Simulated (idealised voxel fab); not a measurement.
process module | voxel self aligned vias
This is section cut - it's 255 nm across, gridded in 5 nm square cells.
Bands, listed from the top down, are how a cross-section gets written in this document; the cross-section itself is a grid of square cells, and a band is one or more rows of them. First you get the band's top height and its bottom height, in nm, and then the materials it's made of, left to right, with each width in nm. If you see a single material with "edge to edge", that one covers the band edge to edge. "blank" is empty space. Beneath 0, the wafer as received is one material, and that level is where height counting begins. The lowest band goes on downward without a bottom; it is written like "0..down". Width spec "30..40" -> top row of cells at first value, bottom row at second value, equal per-row change in between. No cell of the cross-section changed in a step that is given as "everything unchanged". The list in "Trapped cavities" covers empty spaces of 8 cells or more that cannot reach the top through any open way, and it gives each as width x height at distance; the distance is from the left edge, and width, height and distance are in nm. Formally, on a step line, whatever follows the settings is a remark that the simulator itself makes on the step. Each step line may optionally specify "overlay nm", which for a step with a mask gives the rightward distance between the mask's planned place and where it lay, a negative value indicating the leftward direction.

### Steps in the process plan
1. RECEIVE (material Si)
2. CONFORMAL_DEP (material SiO2; thk nm 15)
3. CONFORMAL_DEP (material SiCN; thk nm 5)
4. DIRECTIONAL_DEP (material SiO2; thk nm 20)
5. PATTERN (tone open; mask id LINES; material resist; width nm 30; pitch nm 80; thk nm 20; overlay nm 0)
6. DIRECTIONAL_ETCH (etch materials SiO2; depth nm 20)
7. STRIP (etch materials resist)
8. CONFORMAL_DEP (material TiN; thk nm 5)
9. FILL_DEP (material W; thk nm 10)
10. CMP (height nm 40)
11. SELECTIVE_ETCH (etch materials W Ru TiN; depth nm 5)
12. FILL_DEP (material SiN; thk nm 10)
13. CMP (height nm 40)
14. DIRECTIONAL_DEP (material SiO2; thk nm 20)
15. DIRECTIONAL_DEP (material aC; thk nm 15)
16. PATTERN (tone open; mask id VIAS; material resist; width nm 50; thk nm 30; overlay nm 0)
17. DIRECTIONAL_ETCH (etch materials aC; depth nm 15)
18. STRIP (etch materials resist)
19. DIRECTIONAL_ETCH (etch materials SiO2; depth nm 20)
20. DIRECTIONAL_ETCH (etch materials SiN; depth nm 5)
21. STRIP (etch materials aC)
22. CONFORMAL_DEP (material TiN; thk nm 5)
23. FILL_DEP (material Cu; thk nm 5)
24. CMP (height nm 60)
25. CONFORMAL_DEP (material SiN; thk nm 5)

### The cross-section here shows the wafer as received, i.e. in its state after step 1
  0..down = Si edge to edge
  Trapped cavities: none

### First wafer of two, sectioned at end of module; run went per plan
  65..60 = SiN edge to edge
  60..45 = SiO2 60 nm, then TiN 5 nm, then Cu 40 nm, then TiN 5 nm, then SiO2 145 nm
  45..40 = SiO2 60 nm, then TiN 15 nm, then Cu 20 nm, then TiN 15 nm, then SiO2 145 nm
  40..35 = SiO2 70 nm, then TiN 30 nm, then SiO2 50 nm, then SiN 30 nm, then SiO2 75 nm
  35..25 = SiO2 70 nm, then TiN 5 nm, then W 20 nm, then TiN 5 nm, then SiO2 50 nm, then TiN 5 nm, then W 20 nm, then TiN 5 nm, then SiO2 75 nm
  25..20 = SiO2 70 nm, then TiN 30 nm, then SiO2 50 nm, then TiN 30 nm, then SiO2 75 nm
  20..15 = SiCN edge to edge
  15..0 = SiO2 edge to edge
  0..down = Si edge to edge
  Trapped cavities: none

### second wafer at the end: like start, like plan, one mistake
  65..60 = SiN edge to edge
  60..45 = SiO2 65 nm, then TiN 5 nm, then Cu 40 nm, then TiN 5 nm, then SiO2 140 nm
  45..40 = SiO2 65 nm, then TiN 10 nm, then Cu 20 nm, then TiN 20 nm, then SiO2 140 nm
  40..35 = SiO2 70 nm, then TiN 30 nm, then SiO2 50 nm, then SiN 30 nm, then SiO2 75 nm
  35..25 = SiO2 70 nm, then TiN 5 nm, then W 20 nm, then TiN 5 nm, then SiO2 50 nm, then TiN 5 nm, then W 20 nm, then TiN 5 nm, then SiO2 75 nm
  25..20 = SiO2 70 nm, then TiN 30 nm, then SiO2 50 nm, then TiN 30 nm, then SiO2 75 nm
  20..15 = SiCN edge to edge
  15..0 = SiO2 edge to edge
  0..down = Si edge to edge
  Trapped cavities: none
The plan and the run diverged here: step 16 off recipe, ran as PATTERN (tone open; mask id VIAS; material resist; width nm 50; thk nm 30; overlay nm 5)
In the final comparison it is observed that the number of cells assigned to each material is identical for the two wafers, whereas their placement is not.
